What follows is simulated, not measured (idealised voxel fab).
process module | voxel capacitor over wiring
cross-section cut | 240 nm wide | cells 5 nm
A cross-section is a grid of square cells, given in bands from the top down. A band is one or more rows of cells.
Each band's line starts with the height of the band's top and of its bottom, in nm. Then come its materials from left to right, each with its width in nm. One material with "throughout" fills the band from edge to edge. "air" is empty space.
Height 0 is the level under which the wafer as received is all one material. The lowest band goes on downwards, as in "0 down".
A width such as "30 to 40" changes by the same amount from each row of cells to the next, from the band's top row to its bottom row.
"no change" after a step means that no cell of the cross-section changed.
closed voids: empty space of 8 cells or more with no open way to the top, each as width x height at its distance from the left edge, in nm
after a step's settings: what the simulator itself notes on the step
overlay nm, on a step with a mask: how far to the right of its planned place the mask lay; to the left if negative
plan
1 op RECEIVE | material Si
2 op CONFORMAL_DEP | material SiO2 | thk nm 15
3 op CONFORMAL_DEP | material SiN | thk nm 5
4 op DIRECTIONAL_DEP | material SiO2 | thk nm 15
5 op MASKED_ETCH | tone open | mask id METAL_1 | width nm 20 | pitch nm 70 | etch materials SiO2 | depth nm 15 | overlay nm 0
6 op MASKED_ETCH | tone open | mask id METAL_1 | width nm 20 | pitch nm 70 | etch materials SiN | depth nm 5 | overlay nm -15
7 op CONFORMAL_DEP | material TiN | thk nm 5
8 op FILL_DEP | material W | thk nm 5
9 op CMP | height nm 35
10 op CONFORMAL_DEP | material SiCN | thk nm 5
11 op DIRECTIONAL_DEP | material SiO2 | thk nm 10
12 op PATTERN | tone open | mask id PLUG_1 | material resist | width nm 15 | thk nm 20 | overlay nm 0
13 op DIRECTIONAL_ETCH | etch materials SiO2 | depth nm 10
14 op DIRECTIONAL_ETCH | etch materials SiCN | depth nm 5
15 op STRIP | etch materials resist
16 op CONFORMAL_DEP | material TiN | thk nm 5
17 op FILL_DEP | material Cu | thk nm 5
18 op CMP | height nm 50
19 op DIRECTIONAL_DEP | material TiN | thk nm 5
20 op DIRECTIONAL_DEP | material Al2O3 | thk nm 5
21 op DIRECTIONAL_DEP | material TiN | thk nm 5
22 op MASKED_ETCH | tone cover | mask id UPPER_PLATE | width nm 55 | etch materials TiN | depth nm 5 | overlay nm 0
23 op MASKED_ETCH | tone cover | mask id UPPER_PLATE | width nm 55 | etch materials Al2O3 | depth nm 5 | overlay nm 0
24 op DIRECTIONAL_DEP | material aC | thk nm 15
25 op PATTERN | tone cover | mask id LOWER_PLATE | material resist | width nm 65 | thk nm 35 | overlay nm 0
26 op DIRECTIONAL_ETCH | etch materials aC | depth nm 15
27 op STRIP | etch materials resist
28 op DIRECTIONAL_ETCH | etch materials TiN | depth nm 5
29 op STRIP | etch materials aC
30 op FILL_DEP | material SiO2 | thk nm 20
31 op CMP | height nm 80
32 op MASKED_ETCH | tone open | mask id PLUG_2 | width nm 15 | etch materials SiO2 | depth nm 15 | overlay nm 0
33 op CONFORMAL_DEP | material TiN | thk nm 5
34 op FILL_DEP | material Cu | thk nm 5
35 op CMP | height nm 80
36 op CONFORMAL_DEP | material SiN | thk nm 5
varied across the wafers: overlay nm of step 6. The plan shows the first wafer's value. All wafers start alike
first wafer as received, after step 1
  0 down: Si throughout
  closed voids: none
first wafer at the end, after step 36
  85 to 80: SiN throughout
  80 to 70: SiO2 90 | TiN 5 | Cu 5 | TiN 5 | SiO2 135
  70 to 60: SiO2 90 to 80 | TiN 15 to 55 | SiO2 135 to 105
  60 to 55: SiO2 80 | Al2O3 55 | SiO2 105
  55 to 50: SiO2 75 | TiN 65 | SiO2 100
  50 to 40: SiO2 80 | TiN 5 | Cu 5 | TiN 5 | SiO2 145
  40 to 35: SiCN 80 | TiN 15 | SiCN 145
  35 to 25: SiO2 75 | TiN 5 | W 10 | TiN 5 | SiO2 50 | TiN 5 | W 10 | TiN 5 | SiO2 75
  25 to 20: SiO2 75 | TiN 20 | SiO2 50 | TiN 20 | SiO2 75
  20 to 15: SiN 75 | TiN 5 | SiN 65 | TiN 5 | SiN 90
  15 to 0: SiO2 throughout
  0 down: Si throughout
  closed voids: none
last wafer at the end
  85 to 80: SiN throughout
  80 to 70: SiO2 90 | TiN 5 | Cu 5 | TiN 5 | SiO2 135
  70 to 60: SiO2 90 to 80 | TiN 15 to 55 | SiO2 135 to 105
  60 to 55: SiO2 80 | Al2O3 55 | SiO2 105
  55 to 50: SiO2 75 | TiN 65 | SiO2 100
  50 to 40: SiO2 80 | TiN 5 | Cu 5 | TiN 5 | SiO2 145
  40 to 35: SiCN 80 | TiN 15 | SiCN 145
  35 to 25: SiO2 75 | TiN 5 | W 10 | TiN 5 | SiO2 50 | TiN 5 | W 10 | TiN 5 | SiO2 75
  25 to 20: SiO2 75 | TiN 20 | SiO2 50 | TiN 20 | SiO2 75
  20 to 15: SiN 90 | TiN 5 | SiN 65 | TiN 5 | SiN 75
  15 to 0: SiO2 throughout
  0 down: Si throughout
  closed voids: none
each wafer at the end: cells of each material gained (+) or lost (-) since it was received, then its closed voids
overlay nm -15 | +11 Al2O3 | +4 Cu | +45 SiCN | +94 SiN | +598 SiO2 | +56 TiN | +8 W | closed voids: none
overlay nm -10 | +11 Al2O3 | +4 Cu | +45 SiCN | +92 SiN | +598 SiO2 | +58 TiN | +8 W | closed voids: none
overlay nm -5 | +11 Al2O3 | +4 Cu | +45 SiCN | +90 SiN | +598 SiO2 | +58 TiN | +10 W | closed voids: none
overlay nm 0 | +11 Al2O3 | +4 Cu | +45 SiCN | +88 SiN | +598 SiO2 | +58 TiN | +12 W | closed voids: none
overlay nm 5 | +11 Al2O3 | +4 Cu | +45 SiCN | +90 SiN | +598 SiO2 | +58 TiN | +10 W | closed voids: none
overlay nm 10 | +11 Al2O3 | +4 Cu | +45 SiCN | +92 SiN | +598 SiO2 | +58 TiN | +8 W | closed voids: none
overlay nm 15 | +11 Al2O3 | +4 Cu | +45 SiCN | +94 SiN | +598 SiO2 | +56 TiN | +8 W | closed voids: none
